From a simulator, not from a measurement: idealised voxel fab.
Process module under the name voxel gate over fins
FYI the section here is cut, 185 nm wide, cells are 5 nm squares.
Each cross-section below is a grid of square cells, stated as bands in top-down order, with one or more rows of cells making up each band.
The entry gives the band's vertical extent as a top height and a bottom height in nm, then its horizontal make-up as materials from left to right, each with a width in nm. "empty" stands for empty space; a single material marked "throughout" fills the band edge to edge.
Beneath 0, the wafer as received is one material, and that level is where height counting begins. The lowest band goes on downward without a bottom; it is written like "top 0, no bottom".
The notation "30->40" denotes a width that varies across the rows of cells in the band, beginning at the first number in the top row, finishing at the second number in the bottom row, and changing by an identical amount from each row to the next.
Step note "no change" = no cross-section cell changed.
Enclosed voids (no open way to top), threshold 8 cells or more, entry "Closed void register", notation width x height at distance, distance from left edge, nm.
On a step's line, text after the settings is the simulator commenting on that step.
overlay nm: step with mask; distance mask lay right of planned place; negative value = left of planned place.
How should the pairs below be read? Each gives the cross-section before one process step and the cross-section after it, the latter drawn only to the lowest band that changed; the step that lies between them, with its settings, appears under the pair. Does a pair pick up where the pair above left off? Only where its entry headed "Prior to step" says so, since pairs can come from different runs of this module on the same starting wafer.

Prior to step:
* top 10, bottom 5  30 nm empty, then 105 nm TiN, then 50 nm empty
* top 5, bottom 0  30 nm empty, then 5 nm TiN, then 25 nm HfO2, then 10 nm TiN, then 25 nm HfO2, then 10 nm TiN, then 25 nm HfO2, then 5 nm TiN, then 50 nm empty
* top 0, bottom -5  35 nm TiN, then 5 nm HfO2, then 15 nm Si, then 5 nm HfO2, then 10 nm TiN, then 5 nm HfO2, then 15 nm Si, then 5 nm HfO2, then 10 nm TiN, then 5 nm HfO2, then 15 nm Si, then 5 nm HfO2, then 55 nm TiN
* top -5, bottom -10  40 nm HfO2, then 15 nm Si, then 20 nm HfO2, then 15 nm Si, then 20 nm HfO2, then 15 nm Si, then 60 nm HfO2
* top -10, bottom -40  40 nm SiO2, then 15 nm Si, then 20 nm SiO2, then 15 nm Si, then 20 nm SiO2, then 15 nm Si, then 60 nm SiO2
* top -40, no bottom  Si throughout
* Closed void register: none

Post-Step Cross-Section:
* top 20, bottom 10  W throughout
* top 10, bottom 5  30 nm W, then 105 nm TiN, then 50 nm W
* top 5, bottom 0  30 nm W, then 5 nm TiN, then 25 nm HfO2, then 10 nm TiN, then 25 nm HfO2, then 10 nm TiN, then 25 nm HfO2, then 5 nm TiN, then 50 nm W
* Below 0 it's all the same as before, nothing changed down there.
* Closed void register: none
Transition step, before and after shown above: FILL_DEP | material W | thk nm 10

Prior to step: after-step cross-section of the pair just above applies.

Post-Step Cross-Section:
* top 15, bottom 10  W throughout
* Below 10 it's all the same as before, nothing changed down there.
* Closed void register: none
Transition step, before and after shown above: CMP | height nm 15

Prior to step: after-step cross-section of the pair just above applies.

Post-Step Cross-Section:
* top 25, bottom 15  SiCN throughout
* Below 15 it's all the same as before, nothing changed down there.
* Closed void register: none
Transition step, before and after shown above: CONFORMAL_DEP | material SiCN | thk nm 10

Prior to step:
* top 5, bottom 0  50 nm empty, then 15 nm SiN, then 20 nm empty, then 15 nm SiN, then 20 nm empty, then 15 nm SiN, then 50 nm empty
* top 0, bottom -40  50 nm empty, then 15 nm Si, then 20 nm empty, then 15 nm Si, then 20 nm empty, then 15 nm Si, then 50 nm empty
* top -40, no bottom  Si throughout
* Closed void register: none

Post-Step Cross-Section:
* top 15, bottom 0  SiN throughout
* top 0, bottom -40  50 nm SiN, then 15 nm Si, then 20 nm SiN, then 15 nm Si, then 20 nm SiN, then 15 nm Si, then 50 nm SiN
* Below -40 it's all the same as before, nothing changed down there.
* Closed void register: none
Transition step, before and after shown above: FILL_DEP | material SiN | thk nm 10

Prior to step: after-step cross-section of the pair just above applies.

Post-Step Cross-Section:
* top 5, bottom 0  SiN throughout
* Below 0 it's all the same as before, nothing changed down there.
* Closed void register: none
Transition step, before and after shown above: CMP | height nm 5

Prior to step: after-step cross-section of the pair just above applies.

Post-Step Cross-Section:
* top 0, bottom -40  50 nm empty, then 15 nm Si, then 20 nm empty, then 15 nm Si, then 20 nm empty, then 15 nm Si, then 50 nm empty
* Below -40 it's all the same as before, nothing changed down there.
* Closed void register: none
Transition step, before and after shown above: STRIP | etch materials SiN

Prior to step: after-step cross-section of the pair just above applies.

Post-Step Cross-Section:
* top 5, bottom 0  45 nm empty, then 25 nm HfO2, then 10 nm empty, then 25 nm HfO2, then 10 nm empty, then 25 nm HfO2, then 45 nm empty
* top 0, bottom -35  45 nm empty, then 5 nm HfO2, then 15 nm Si, then 5 nm HfO2, then 10 nm empty, then 5 nm HfO2, then 15 nm Si, then 5 nm HfO2, then 10 nm empty, then 5 nm HfO2, then 15 nm Si, then 5 nm HfO2, then 45 nm empty
* top -35, bottom -40  50 nm HfO2, then 15 nm Si, then 20 nm HfO2, then 15 nm Si, then 20 nm HfO2, then 15 nm Si, then 50 nm HfO2
* Below -40 it's all the same as before, nothing changed down there.
* Closed void register: none
Transition step, before and after shown above: CONFORMAL_DEP | material HfO2 | thk nm 5

Prior to step: after-step cross-section of the pair just above applies.

Post-Step Cross-Section:
* top 10, bottom 5  40 nm empty, then 105 nm TiN, then 40 nm empty
* top 5, bottom 0  40 nm empty, then 5 nm TiN, then 25 nm HfO2, then 10 nm TiN, then 25 nm HfO2, then 10 nm TiN, then 25 nm HfO2, then 5 nm TiN, then 40 nm empty
* top 0, bottom -30  40 nm empty, then 5 nm TiN, then 5 nm HfO2, then 15 nm Si, then 5 nm HfO2, then 10 nm TiN, then 5 nm HfO2, then 15 nm Si, then 5 nm HfO2, then 10 nm TiN, then 5 nm HfO2, then 15 nm Si, then 5 nm HfO2, then 5 nm TiN, then 40 nm empty
* top -30, bottom -35  45 nm TiN, then 5 nm HfO2, then 15 nm Si, then 5 nm HfO2, then 10 nm TiN, then 5 nm HfO2, then 15 nm Si, then 5 nm HfO2, then 10 nm TiN, then 5 nm HfO2, then 15 nm Si, then 5 nm HfO2, then 45 nm TiN
* Below -35 it's all the same as before, nothing changed down there.
* Closed void register: none
Transition step, before and after shown above: CONFORMAL_DEP | material TiN | thk nm 5

Prior to step: after-step cross-section of the pair just above applies.

Post-Step Cross-Section:
* top 20, bottom 10  W throughout
* top 10, bottom 5  40 nm W, then 105 nm TiN, then 40 nm W
* top 5, bottom 0  40 nm W, then 5 nm TiN, then 25 nm HfO2, then 10 nm TiN, then 25 nm HfO2, then 10 nm TiN, then 25 nm HfO2, then 5 nm TiN, then 40 nm W
* top 0, bottom -30  40 nm W, then 5 nm TiN, then 5 nm HfO2, then 15 nm Si, then 5 nm HfO2, then 10 nm TiN, then 5 nm HfO2, then 15 nm Si, then 5 nm HfO2, then 10 nm TiN, then 5 nm HfO2, then 15 nm Si, then 5 nm HfO2, then 5 nm TiN, then 40 nm W
* Below -30 it's all the same as before, nothing changed down there.
* Closed void register: none
Transition step, before and after shown above: FILL_DEP | material W | thk nm 10

Prior to step: after-step cross-section of the pair just above applies.

Post-Step Cross-Section:
* top 15, bottom 10  W throughout
* Below 10 it's all the same as before, nothing changed down there.
* Closed void register: none
Transition step, before and after shown above: CMP | height nm 15

Prior to step: after-step cross-section of the pair just above applies.

Post-Step Cross-Section:
* top 25, bottom 15  SiCN throughout
* Below 15 it's all the same as before, nothing changed down there.
* Closed void register: none
Transition step, before and after shown above: CONFORMAL_DEP | material SiCN | thk nm 10

Prior to step:
* top 5, bottom 0  SiN throughout
* top 0, no bottom  Si throughout
* Closed void register: none

Post-Step Cross-Section:
* top 25, bottom 5  50 nm resist, then 15 nm empty, then 20 nm resist, then 15 nm empty, then 20 nm resist, then 15 nm empty, then 50 nm resist
* Below 5 it's all the same as before, nothing changed down there.
* Closed void register: none
Transition step, before and after shown above: PATTERN | tone open | mask id FINS | material resist | width nm 15 | pitch nm 35 | thk nm 20 | overlay nm 0

Prior to step: after-step cross-section of the pair just above applies.

Post-Step Cross-Section:
* top 25, bottom 5  50 nm resist, then 15 nm empty, then 20 nm resist, then 15 nm empty, then 20 nm resist, then 15 nm empty, then 50 nm resist
* top 5, bottom 0  50 nm SiN, then 15 nm empty, then 20 nm SiN, then 15 nm empty, then 20 nm SiN, then 15 nm empty, then 50 nm SiN
* Below 0 it's all the same as before, nothing changed down there.
* Closed void register: none
Transition step, before and after shown above: DIRECTIONAL_ETCH | etch materials SiN | depth nm 5

Prior to step: after-step cross-section of the pair just above applies.

Post-Step Cross-Section:
* top 25, bottom 5  50 nm resist, then 15 nm empty, then 20 nm resist, then 15 nm empty, then 20 nm resist, then 15 nm empty, then 50 nm resist
* top 5, bottom 0  50 nm SiN, then 15 nm empty, then 20 nm SiN, then 15 nm empty, then 20 nm SiN, then 15 nm empty, then 50 nm SiN
* top 0, bottom -40  50 nm Si, then 15 nm empty, then 20 nm Si, then 15 nm empty, then 20 nm Si, then 15 nm empty, then 50 nm Si
* Below -40 it's all the same as before, nothing changed down there.
* Closed void register: none
Transition step, before and after shown above: DIRECTIONAL_ETCH | etch materials Si | depth nm 40

Prior to step: after-step cross-section of the pair just above applies.

Post-Step Cross-Section:
* top 5, bottom 0  50 nm SiN, then 15 nm empty, then 20 nm SiN, then 15 nm empty, then 20 nm SiN, then 15 nm empty, then 50 nm SiN
* Below 0 it's all the same as before, nothing changed down there.
* Closed void register: none
Transition step, before and after shown above: STRIP | etch materials resist

Prior to step: after-step cross-section of the pair just above applies.

Post-Step Cross-Section:
* top 15, bottom 5  SiO2 throughout
* top 5, bottom 0  50 nm SiN, then 15 nm SiO2, then 20 nm SiN, then 15 nm SiO2, then 20 nm SiN, then 15 nm SiO2, then 50 nm SiN
* top 0, bottom -40  50 nm Si, then 15 nm SiO2, then 20 nm Si, then 15 nm SiO2, then 20 nm Si, then 15 nm SiO2, then 50 nm Si
* Below -40 it's all the same as before, nothing changed down there.
* Closed void register: none
Transition step, before and after shown above: FILL_DEP | material SiO2 | thk nm 10

Prior to step: after-step cross-section of the pair just above applies.

Post-Step Cross-Section:
* top 5, bottom 0  50 nm SiN, then 15 nm SiO2, then 20 nm SiN, then 15 nm SiO2, then 20 nm SiN, then 15 nm SiO2, then 50 nm SiN
* Below 0 it's all the same as before, nothing changed down there.
* Closed void register: none
Transition step, before and after shown above: CMP | height nm 5

Prior to step: after-step cross-section of the pair just above applies.

Post-Step Cross-Section:
* top 5, bottom 0  50 nm SiN, then 15 nm empty, then 20 nm SiN, then 15 nm empty, then 20 nm SiN, then 15 nm empty, then 50 nm SiN
* top 0, bottom -10  50 nm Si, then 15 nm empty, then 20 nm Si, then 15 nm empty, then 20 nm Si, then 15 nm empty, then 50 nm Si
* Below -10 it's all the same as before, nothing changed down there.
* Closed void register: none
Transition step, before and after shown above: SELECTIVE_ETCH | etch materials SiO2 | depth nm 15

Prior to step: after-step cross-section of the pair just above applies.

Post-Step Cross-Section:
* top 0, bottom -10  50 nm Si, then 15 nm empty, then 20 nm Si, then 15 nm empty, then 20 nm Si, then 15 nm empty, then 50 nm Si
* Below -10 it's all the same as before, nothing changed down there.
* Closed void register: none
Transition step, before and after shown above: STRIP | etch materials SiN

Prior to step: after-step cross-section of the pair just above applies.

Post-Step Cross-Section:
* top 5, bottom 0  55 nm HfO2, then 5 nm empty, then 30 nm HfO2, then 5 nm empty, then 30 nm HfO2, then 5 nm empty, then 55 nm HfO2
* top 0, bottom -5  50 nm Si, then 5 nm HfO2, then 5 nm empty, then 5 nm HfO2, then 20 nm Si, then 5 nm HfO2, then 5 nm empty, then 5 nm HfO2, then 20 nm Si, then 5 nm HfO2, then 5 nm empty, then 5 nm HfO2, then 50 nm Si
* top -5, bottom -10  50 nm Si, then 15 nm HfO2, then 20 nm Si, then 15 nm HfO2, then 20 nm Si, then 15 nm HfO2, then 50 nm Si
* Below -10 it's all the same as before, nothing changed down there.
* Closed void register: none
Transition step, before and after shown above: CONFORMAL_DEP | material HfO2 | thk nm 5

Prior to step: after-step cross-section of the pair just above applies.

Post-Step Cross-Section:
* top 10, bottom 5  TiN throughout
* top 5, bottom 0  55 nm HfO2, then 5 nm TiN, then 30 nm HfO2, then 5 nm TiN, then 30 nm HfO2, then 5 nm TiN, then 55 nm HfO2
* top 0, bottom -5  50 nm Si, then 5 nm HfO2, then 5 nm TiN, then 5 nm HfO2, then 20 nm Si, then 5 nm HfO2, then 5 nm TiN, then 5 nm HfO2, then 20 nm Si, then 5 nm HfO2, then 5 nm TiN, then 5 nm HfO2, then 50 nm Si
* Below -5 it's all the same as before, nothing changed down there.
* Closed void register: none
Transition step, before and after shown above: CONFORMAL_DEP | material TiN | thk nm 5

Prior to step: after-step cross-section of the pair just above applies.

Post-Step Cross-Section:
* top 20, bottom 10  W throughout
* Below 10 it's all the same as before, nothing changed down there.
* Closed void register: none
Transition step, before and after shown above: FILL_DEP | material W | thk nm 10

Prior to step: after-step cross-section of the pair just above applies.

Post-Step Cross-Section:
* top 15, bottom 10  W throughout
* Below 10 it's all the same as before, nothing changed down there.
* Closed void register: none
Transition step, before and after shown above: CMP | height nm 15

Prior to step: after-step cross-section of the pair just above applies.

Post-Step Cross-Section:
* top 25, bottom 15  SiCN throughout
* Below 15 it's all the same as before, nothing changed down there.
* Closed void register: none
Transition step, before and after shown above: CONFORMAL_DEP | material SiCN | thk nm 10
